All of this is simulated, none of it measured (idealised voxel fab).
Proc. module: voxel transistor to metal
The cross-section shown here is cut; it is 205 nm wide and divided into square cells measuring 5 nm on a side.
Heads up, the way a cross-section reads in here is a grid of square cells, handed over as bands from the top down, with every band being one or more rows of cells. Quick guide to a band line: top height, bottom height (nm) up front; then every material left to right with its width in nm. Only one material and it's marked "all across"? Then it fills the band edge to edge. And "empty" just means empty space. It should be noted that heights are counted from 0, beneath which the wafer as supplied is of one material throughout, and that the lowest band possesses no lower boundary but continues downward, as written in "z 0 and below". Read "30 to 40" as a graded width: first number on top, second number at the bottom, same change between each pair of neighbouring rows. A step reported as "no modification" is a step in which no cell of the cross-section changed. Listed in "Fully enclosed voids": every empty space of 8 or more cells without an open way to the top. Form: width x height at distance, the distance being from the left edge, all in nm. If you see something after the settings on a step's line, that's the simulator's own remark about that step. If you see "overlay nm" on a step's line and that step has a mask, it's telling you how far right of where it was planned the mask ended up; a negative number means it went left instead.

## So here's the lineup of process steps we planned
1) RECEIVE, material Si
2) CONFORMAL_DEP, material SiO2, thk nm 5
3) CONFORMAL_DEP, material SiN, thk nm 10
4) DIRECTIONAL_DEP, material aC, thk nm 10
5) PATTERN, tone cover, mask id ACTIVE, material resist, width nm 135, thk nm 30, overlay nm 0
6) DIRECTIONAL_ETCH, etch materials aC, depth nm 10
7) STRIP, etch materials resist
8) DIRECTIONAL_ETCH, etch materials SiN, depth nm 10
9) DIRECTIONAL_ETCH, etch materials SiO2, depth nm 5
10) DIRECTIONAL_ETCH, etch materials Si, depth nm 30
11) STRIP, etch materials aC
12) FILL_DEP, material SiO2, thk nm 15
13) CMP, height nm 15
14) SELECTIVE_ETCH, etch materials SiO2, depth nm 10
15) STRIP, etch materials SiN
16) SELECTIVE_ETCH, etch materials SiO2, depth nm 5
17) OXIDIZE, depth nm 5
18) DIRECTIONAL_DEP, material polySi, thk nm 25
19) DIRECTIONAL_DEP, material SiCN, thk nm 15
20) MASKED_ETCH, tone cover, mask id GATE, width nm 35, etch materials SiCN, depth nm 25, overlay nm 0
21) MASKED_ETCH, tone cover, mask id GATE, width nm 35, etch materials polySi, depth nm 35, overlay nm 0
22) CONFORMAL_DEP, material SiN, thk nm 10
23) DIRECTIONAL_ETCH, etch materials SiN, depth nm 10
24) DIRECTIONAL_ETCH, etch materials SiO2, depth nm 5
25) DIRECTIONAL_ETCH, etch materials Si, depth nm 5
26) EPI, material SiGe, thk nm 5
27) FILL_DEP, material SiO2, thk nm 5
28) CMP, height nm 25
29) STRIP, etch materials polySi
30) SELECTIVE_ETCH, etch materials SiO2, depth nm 5
31) CONFORMAL_DEP, material HfO2, thk nm 5
32) CONFORMAL_DEP, material TiN, thk nm 5
33) FILL_DEP, material W, thk nm 10
34) CMP, height nm 20
35) DIRECTIONAL_DEP, material SiO2, thk nm 15
36) PATTERN, tone open, mask id CONTACT, material resist, width nm 20, pitch nm 95, thk nm 20, overlay nm 0
37) DIRECTIONAL_ETCH, etch materials SiO2, depth nm 40
38) STRIP, etch materials resist
39) CONFORMAL_DEP, material TiN, thk nm 5
40) FILL_DEP, material W, thk nm 5
41) CMP, height nm 35
42) DIRECTIONAL_DEP, material TiN, thk nm 5
43) DIRECTIONAL_DEP, material W, thk nm 25
44) DIRECTIONAL_DEP, material aC, thk nm 15
45) PATTERN, tone cover, mask id METAL_1, material resist, width nm 20, pitch nm 95, thk nm 30, overlay nm 0
46) DIRECTIONAL_ETCH, etch materials aC, depth nm 15
47) STRIP, etch materials resist
48) DIRECTIONAL_ETCH, etch materials W, depth nm 25
49) DIRECTIONAL_ETCH, etch materials TiN, depth nm 5
50) STRIP, etch materials aC
51) CONFORMAL_DEP, material SiN, thk nm 5
52) FILL_DEP, material lowk, thk nm 10
53) CMP, height nm 65
54) CONFORMAL_DEP, material SiCN, thk nm 5

## First of two wafers, processed according to plan

## Here's what the wafer looked like in cross-section when it arrived - that's after step 1
	z 0 and below: Si all across
	Fully enclosed voids: none

## After step 2: wafer cross-section
	z 5 to 0: SiO2 all across
	Everything under 0 stays put, no change at all.

## After step 3: wafer cross-section
	z 15 to 5: SiN all across
	Everything under 5 stays put, no change at all.

## After step 4: wafer cross-section
	z 25 to 15: aC all across
	Everything under 15 stays put, no change at all.

## After step 5: wafer cross-section
	z 55 to 25: 35 nm empty  135 nm resist  35 nm empty
	Everything under 25 stays put, no change at all.

## After step 6: wafer cross-section
	z 45 to 25: 35 nm empty  135 nm resist  35 nm empty
	z 25 to 15: 35 nm empty  135 nm aC  35 nm empty
	Everything under 15 stays put, no change at all.

## After step 7: wafer cross-section
	z 25 to 15: 35 nm empty  135 nm aC  35 nm empty
	Everything under 15 stays put, no change at all.

## After step 8: wafer cross-section
	z 25 to 15: 35 nm empty  135 nm aC  35 nm empty
	z 15 to 5: 35 nm empty  135 nm SiN  35 nm empty
	Everything under 5 stays put, no change at all.

## After step 9: wafer cross-section
	z 25 to 15: 35 nm empty  135 nm aC  35 nm empty
	z 15 to 5: 35 nm empty  135 nm SiN  35 nm empty
	z 5 to 0: 35 nm empty  135 nm SiO2  35 nm empty
	Everything under 0 stays put, no change at all.

## After step 10: wafer cross-section
	z 25 to 15: 35 nm empty  135 nm aC  35 nm empty
	z 15 to 5: 35 nm empty  135 nm SiN  35 nm empty
	z 5 to 0: 35 nm empty  135 nm SiO2  35 nm empty
	z 0 to -30: 35 nm empty  135 nm Si  35 nm empty
	Everything under -30 stays put, no change at all.

## After step 11: wafer cross-section
	z 15 to 5: 35 nm empty  135 nm SiN  35 nm empty
	Everything under 5 stays put, no change at all.

## After step 12: wafer cross-section
	z 30 to 15: SiO2 all across
	z 15 to 5: 35 nm SiO2  135 nm SiN  35 nm SiO2
	z 5 to 0: SiO2 all across
	z 0 to -30: 35 nm SiO2  135 nm Si  35 nm SiO2
	Everything under -30 stays put, no change at all.

## After step 13: wafer cross-section
	z 15 to 5: 35 nm SiO2  135 nm SiN  35 nm SiO2
	Everything under 5 stays put, no change at all.

## After step 14: wafer cross-section
	z 15 to 5: 35 nm empty  135 nm SiN  35 nm empty
	Everything under 5 stays put, no change at all.

## After step 15: wafer cross-section
	z 5 to 0: SiO2 all across
	Everything under 0 stays put, no change at all.

## After step 16: wafer cross-section
	z 0 to -30: 35 nm SiO2  135 nm Si  35 nm SiO2
	Everything under -30 stays put, no change at all.

## After step 17: wafer cross-section
	z 0 to -5: SiO2 all across
	Everything under -5 stays put, no change at all.

## After step 18: wafer cross-section
	z 25 to 0: polySi all across
	Everything under 0 stays put, no change at all.

## After step 19: wafer cross-section
	z 40 to 25: SiCN all across
	Everything under 25 stays put, no change at all.

## After step 20: wafer cross-section
	z 40 to 25: 85 nm empty  35 nm SiCN  85 nm empty
	Everything under 25 stays put, no change at all.

## After step 21: wafer cross-section
	z 40 to 25: 85 nm empty  35 nm SiCN  85 nm empty
	z 25 to 0: 85 nm empty  35 nm polySi  85 nm empty
	Everything under 0 stays put, no change at all.

## After step 22: wafer cross-section
	z 50 to 40: 75 nm empty  55 nm SiN  75 nm empty
	z 40 to 25: 75 nm empty  10 nm SiN  35 nm SiCN  10 nm SiN  75 nm empty
	z 25 to 10: 75 nm empty  10 nm SiN  35 nm polySi  10 nm SiN  75 nm empty
	z 10 to 0: 85 nm SiN  35 nm polySi  85 nm SiN
	Everything under 0 stays put, no change at all.

## After step 23: wafer cross-section
	z 40 to 25: 75 nm empty  10 nm SiN  35 nm SiCN  10 nm SiN  75 nm empty
	z 25 to 0: 75 nm empty  10 nm SiN  35 nm polySi  10 nm SiN  75 nm empty
	Everything under 0 stays put, no change at all.

## After step 24: wafer cross-section
	z 40 to 25: 75 nm empty  10 nm SiN  35 nm SiCN  10 nm SiN  75 nm empty
	z 25 to 0: 75 nm empty  10 nm SiN  35 nm polySi  10 nm SiN  75 nm empty
	z 0 to -5: 75 nm empty  55 nm SiO2  75 nm empty
	Everything under -5 stays put, no change at all.

## After step 25: wafer cross-section
	z 40 to 25: 75 nm empty  10 nm SiN  35 nm SiCN  10 nm SiN  75 nm empty
	z 25 to 0: 75 nm empty  10 nm SiN  35 nm polySi  10 nm SiN  75 nm empty
	z 0 to -5: 75 nm empty  55 nm SiO2  75 nm empty
	z -5 to -10: 35 nm SiO2  40 nm empty  55 nm Si  40 nm empty  35 nm SiO2
	Everything under -10 stays put, no change at all.

## After step 26: wafer cross-section
	z 40 to 25: 75 nm empty  10 nm SiN  35 nm SiCN  10 nm SiN  75 nm empty
	z 25 to 0: 75 nm empty  10 nm SiN  35 nm polySi  10 nm SiN  75 nm empty
	z 0 to -5: 70 nm empty  5 nm SiGe  55 nm SiO2  5 nm SiGe  70 nm empty
	z -5 to -10: 35 nm SiO2  40 nm SiGe  55 nm Si  40 nm SiGe  35 nm SiO2
	Everything under -10 stays put, no change at all.

## After step 27: wafer cross-section
	z 45 to 40: SiO2 all across
	z 40 to 25: 75 nm SiO2  10 nm SiN  35 nm SiCN  10 nm SiN  75 nm SiO2
	z 25 to 0: 75 nm SiO2  10 nm SiN  35 nm polySi  10 nm SiN  75 nm SiO2
	z 0 to -5: 70 nm SiO2  5 nm SiGe  55 nm SiO2  5 nm SiGe  70 nm SiO2
	Everything under -5 stays put, no change at all.

## After step 28: wafer cross-section
	z 25 to 0: 75 nm SiO2  10 nm SiN  35 nm polySi  10 nm SiN  75 nm SiO2
	Everything under 0 stays put, no change at all.

## After step 29: wafer cross-section
	z 25 to 0: 75 nm SiO2  10 nm SiN  35 nm empty  10 nm SiN  75 nm SiO2
	Everything under 0 stays put, no change at all.

## After step 30: wafer cross-section
	z 25 to 20: 75 nm empty  10 nm SiN  35 nm empty  10 nm SiN  75 nm empty
	z 20 to 0: 75 nm SiO2  10 nm SiN  35 nm empty  10 nm SiN  75 nm SiO2
	z 0 to -5: 70 nm SiO2  5 nm SiGe  5 nm SiO2  45 nm empty  5 nm SiO2  5 nm SiGe  70 nm SiO2
	Everything under -5 stays put, no change at all.

## After step 31: wafer cross-section
	z 30 to 25: 70 nm empty  20 nm HfO2  25 nm empty  20 nm HfO2  70 nm empty
	z 25 to 20: 75 nm HfO2  10 nm SiN  5 nm HfO2  25 nm empty  5 nm HfO2  10 nm SiN  75 nm HfO2
	z 20 to 0: 75 nm SiO2  10 nm SiN  5 nm HfO2  25 nm empty  5 nm HfO2  10 nm SiN  75 nm SiO2
	z 0 to -5: 70 nm SiO2  5 nm SiGe  5 nm SiO2  45 nm HfO2  5 nm SiO2  5 nm SiGe  70 nm SiO2
	Everything under -5 stays put, no change at all.

## After step 32: wafer cross-section
	z 35 to 30: 65 nm empty  30 nm TiN  15 nm empty  30 nm TiN  65 nm empty
	z 30 to 25: 70 nm TiN  20 nm HfO2  5 nm TiN  15 nm empty  5 nm TiN  20 nm HfO2  70 nm TiN
	z 25 to 20: 75 nm HfO2  10 nm SiN  5 nm HfO2  5 nm TiN  15 nm empty  5 nm TiN  5 nm HfO2  10 nm SiN  75 nm HfO2
	z 20 to 5: 75 nm SiO2  10 nm SiN  5 nm HfO2  5 nm TiN  15 nm empty  5 nm TiN  5 nm HfO2  10 nm SiN  75 nm SiO2
	z 5 to 0: 75 nm SiO2  10 nm SiN  5 nm HfO2  25 nm TiN  5 nm HfO2  10 nm SiN  75 nm SiO2
	Everything under 0 stays put, no change at all.

## After step 33: wafer cross-section
	z 45 to 35: W all across
	z 35 to 30: 65 nm W  30 nm TiN  15 nm W  30 nm TiN  65 nm W
	z 30 to 25: 70 nm TiN  20 nm HfO2  5 nm TiN  15 nm W  5 nm TiN  20 nm HfO2  70 nm TiN
	z 25 to 20: 75 nm HfO2  10 nm SiN  5 nm HfO2  5 nm TiN  15 nm W  5 nm TiN  5 nm HfO2  10 nm SiN  75 nm HfO2
	z 20 to 5: 75 nm SiO2  10 nm SiN  5 nm HfO2  5 nm TiN  15 nm W  5 nm TiN  5 nm HfO2  10 nm SiN  75 nm SiO2
	Everything under 5 stays put, no change at all.

## After step 34: wafer cross-section
	z 20 to 5: 75 nm SiO2  10 nm SiN  5 nm HfO2  5 nm TiN  15 nm W  5 nm TiN  5 nm HfO2  10 nm SiN  75 nm SiO2
	Everything under 5 stays put, no change at all.

## After step 35: wafer cross-section
	z 35 to 20: SiO2 all across
	Everything under 20 stays put, no change at all.

## After step 36: wafer cross-section
	z 55 to 35: 45 nm resist  20 nm empty  75 nm resist  20 nm empty  45 nm resist
	Everything under 35 stays put, no change at all.

## After step 37: wafer cross-section
	z 55 to 35: 45 nm resist  20 nm empty  75 nm resist  20 nm empty  45 nm resist
	z 35 to 20: 45 nm SiO2  20 nm empty  75 nm SiO2  20 nm empty  45 nm SiO2
	z 20 to 5: 45 nm SiO2  20 nm empty  10 nm SiO2  10 nm SiN  5 nm HfO2  5 nm TiN  15 nm W  5 nm TiN  5 nm HfO2  10 nm SiN  10 nm SiO2  20 nm empty  45 nm SiO2
	z 5 to 0: 45 nm SiO2  20 nm empty  10 nm SiO2  10 nm SiN  5 nm HfO2  25 nm TiN  5 nm HfO2  10 nm SiN  10 nm SiO2  20 nm empty  45 nm SiO2
	z 0 to -5: 45 nm SiO2  20 nm empty  5 nm SiO2  5 nm SiGe  5 nm SiO2  45 nm HfO2  5 nm SiO2  5 nm SiGe  5 nm SiO2  20 nm empty  45 nm SiO2
	Everything under -5 stays put, no change at all.

## After step 38: wafer cross-section
	z 35 to 20: 45 nm SiO2  20 nm empty  75 nm SiO2  20 nm empty  45 nm SiO2
	Everything under 20 stays put, no change at all.

## After step 39: wafer cross-section
	z 40 to 35: 50 nm TiN  10 nm empty  85 nm TiN  10 nm empty  50 nm TiN
	z 35 to 20: 45 nm SiO2  5 nm TiN  10 nm empty  5 nm TiN  75 nm SiO2  5 nm TiN  10 nm empty  5 nm TiN  45 nm SiO2
	z 20 to 5: 45 nm SiO2  5 nm TiN  10 nm empty  5 nm TiN  10 nm SiO2  10 nm SiN  5 nm HfO2  5 nm TiN  15 nm W  5 nm TiN  5 nm HfO2  10 nm SiN  10 nm SiO2  5 nm TiN  10 nm empty  5 nm TiN  45 nm SiO2
	z 5 to 0: 45 nm SiO2  5 nm TiN  10 nm empty  5 nm TiN  10 nm SiO2  10 nm SiN  5 nm HfO2  25 nm TiN  5 nm HfO2  10 nm SiN  10 nm SiO2  5 nm TiN  10 nm empty  5 nm TiN  45 nm SiO2
	z 0 to -5: 45 nm SiO2  20 nm TiN  5 nm SiO2  5 nm SiGe  5 nm SiO2  45 nm HfO2  5 nm SiO2  5 nm SiGe  5 nm SiO2  20 nm TiN  45 nm SiO2
	Everything under -5 stays put, no change at all.

## After step 40: wafer cross-section
	z 45 to 40: W all across
	z 40 to 35: 50 nm TiN  10 nm W  85 nm TiN  10 nm W  50 nm TiN
	z 35 to 20: 45 nm SiO2  5 nm TiN  10 nm W  5 nm TiN  75 nm SiO2  5 nm TiN  10 nm W  5 nm TiN  45 nm SiO2
	z 20 to 5: 45 nm SiO2  5 nm TiN  10 nm W  5 nm TiN  10 nm SiO2  10 nm SiN  5 nm HfO2  5 nm TiN  15 nm W  5 nm TiN  5 nm HfO2  10 nm SiN  10 nm SiO2  5 nm TiN  10 nm W  5 nm TiN  45 nm SiO2
	z 5 to 0: 45 nm SiO2  5 nm TiN  10 nm W  5 nm TiN  10 nm SiO2  10 nm SiN  5 nm HfO2  25 nm TiN  5 nm HfO2  10 nm SiN  10 nm SiO2  5 nm TiN  10 nm W  5 nm TiN  45 nm SiO2
	Everything under 0 stays put, no change at all.

## After step 41: wafer cross-section
	z 35 to 20: 45 nm SiO2  5 nm TiN  10 nm W  5 nm TiN  75 nm SiO2  5 nm TiN  10 nm W  5 nm TiN  45 nm SiO2
	Everything under 20 stays put, no change at all.

## After step 42: wafer cross-section
	z 40 to 35: TiN all across
	Everything under 35 stays put, no change at all.

## After step 43: wafer cross-section
	z 65 to 40: W all across
	Everything under 40 stays put, no change at all.

## After step 44: wafer cross-section
	z 80 to 65: aC all across
	Everything under 65 stays put, no change at all.

## After step 45: wafer cross-section
	z 110 to 80: 45 nm empty  20 nm resist  75 nm empty  20 nm resist  45 nm empty
	Everything under 80 stays put, no change at all.

## After step 46: wafer cross-section
	z 95 to 80: 45 nm empty  20 nm resist  75 nm empty  20 nm resist  45 nm empty
	z 80 to 65: 45 nm empty  20 nm aC  75 nm empty  20 nm aC  45 nm empty
	Everything under 65 stays put, no change at all.

## After step 47: wafer cross-section
	z 80 to 65: 45 nm empty  20 nm aC  75 nm empty  20 nm aC  45 nm empty
	Everything under 65 stays put, no change at all.

## After step 48: wafer cross-section
	z 80 to 65: 45 nm empty  20 nm aC  75 nm empty  20 nm aC  45 nm empty
	z 65 to 40: 45 nm empty  20 nm W  75 nm empty  20 nm W  45 nm empty
	Everything under 40 stays put, no change at all.

## After step 49: wafer cross-section
	z 80 to 65: 45 nm empty  20 nm aC  75 nm empty  20 nm aC  45 nm empty
	z 65 to 40: 45 nm empty  20 nm W  75 nm empty  20 nm W  45 nm empty
	z 40 to 35: 45 nm empty  20 nm TiN  75 nm empty  20 nm TiN  45 nm empty
	Everything under 35 stays put, no change at all.

## After step 50: wafer cross-section
	z 65 to 40: 45 nm empty  20 nm W  75 nm empty  20 nm W  45 nm empty
	Everything under 40 stays put, no change at all.

## After step 51: wafer cross-section
	z 70 to 65: 40 nm empty  30 nm SiN  65 nm empty  30 nm SiN  40 nm empty
	z 65 to 40: 40 nm empty  5 nm SiN  20 nm W  5 nm SiN  65 nm empty  5 nm SiN  20 nm W  5 nm SiN  40 nm empty
	z 40 to 35: 45 nm SiN  20 nm TiN  75 nm SiN  20 nm TiN  45 nm SiN
	Everything under 35 stays put, no change at all.

## After step 52: wafer cross-section
	z 80 to 70: lowk all across
	z 70 to 65: 40 nm lowk  30 nm SiN  65 nm lowk  30 nm SiN  40 nm lowk
	z 65 to 40: 40 nm lowk  5 nm SiN  20 nm W  5 nm SiN  65 nm lowk  5 nm SiN  20 nm W  5 nm SiN  40 nm lowk
	Everything under 40 stays put, no change at all.

## After step 53: wafer cross-section
	z 65 to 40: 40 nm lowk  5 nm SiN  20 nm W  5 nm SiN  65 nm lowk  5 nm SiN  20 nm W  5 nm SiN  40 nm lowk
	Everything under 40 stays put, no change at all.

## After step 54: wafer cross-section
	z 70 to 65: SiCN all across
	Everything under 65 stays put, no change at all.

## Second wafer, same starting conditions and recipe as the first, one mistake in executing it, nothing differs from the first up to and including step 42

## What the second wafer looks like in cross-section when step 43 should have wrapped up
	z 55 to 40: W all across
	Everything under 40 stays put, no change at all.

## What the second wafer looks like in cross-section when step 44 should have wrapped up
	z 70 to 55: aC all across
	Everything under 55 stays put, no change at all.

## What the second wafer looks like in cross-section when step 45 should have wrapped up
	z 100 to 70: 45 nm empty  20 nm resist  75 nm empty  20 nm resist  45 nm empty
	Everything under 70 stays put, no change at all.

## What the second wafer looks like in cross-section when step 46 should have wrapped up
	z 85 to 70: 45 nm empty  20 nm resist  75 nm empty  20 nm resist  45 nm empty
	z 70 to 55: 45 nm empty  20 nm aC  75 nm empty  20 nm aC  45 nm empty
	Everything under 55 stays put, no change at all.

## What the second wafer looks like in cross-section when step 47 should have wrapped up
	z 70 to 55: 45 nm empty  20 nm aC  75 nm empty  20 nm aC  45 nm empty
	Everything under 55 stays put, no change at all.

## What the second wafer looks like in cross-section when step 48 should have wrapped up
	z 70 to 55: 45 nm empty  20 nm aC  75 nm empty  20 nm aC  45 nm empty
	z 55 to 40: 45 nm empty  20 nm W  75 nm empty  20 nm W  45 nm empty
	Everything under 40 stays put, no change at all.

## What the second wafer looks like in cross-section when step 49 should have wrapped up
	z 70 to 55: 45 nm empty  20 nm aC  75 nm empty  20 nm aC  45 nm empty
	z 55 to 40: 45 nm empty  20 nm W  75 nm empty  20 nm W  45 nm empty
	z 40 to 35: 45 nm empty  20 nm TiN  75 nm empty  20 nm TiN  45 nm empty
	Everything under 35 stays put, no change at all.

## What the second wafer looks like in cross-section when step 50 should have wrapped up
	z 55 to 40: 45 nm empty  20 nm W  75 nm empty  20 nm W  45 nm empty
	Everything under 40 stays put, no change at all.

## What the second wafer looks like in cross-section when step 51 should have wrapped up
	z 60 to 55: 40 nm empty  30 nm SiN  65 nm empty  30 nm SiN  40 nm empty
	z 55 to 40: 40 nm empty  5 nm SiN  20 nm W  5 nm SiN  65 nm empty  5 nm SiN  20 nm W  5 nm SiN  40 nm empty
	z 40 to 35: 45 nm SiN  20 nm TiN  75 nm SiN  20 nm TiN  45 nm SiN
	Everything under 35 stays put, no change at all.

## What the second wafer looks like in cross-section when step 52 should have wrapped up
	z 70 to 60: lowk all across
	z 60 to 55: 40 nm lowk  30 nm SiN  65 nm lowk  30 nm SiN  40 nm lowk
	z 55 to 40: 40 nm lowk  5 nm SiN  20 nm W  5 nm SiN  65 nm lowk  5 nm SiN  20 nm W  5 nm SiN  40 nm lowk
	Everything under 40 stays put, no change at all.

## What the second wafer looks like in cross-section when step 53 should have wrapped up
	z 65 to 60: lowk all across
	Everything under 60 stays put, no change at all.

## What the second wafer looks like in cross-section when step 54 should have wrapped up
	z 70 to 65: SiCN all across
	Everything under 65 stays put, no change at all.
What was the processing mistake? contrary to plan, step 43 was performed as DIRECTIONAL_DEP, material W, thk nm 15
The second wafer ends with more or fewer cells of some materials than the first, per final count: 4 more of SiN | 16 fewer of W | 12 more of lowk
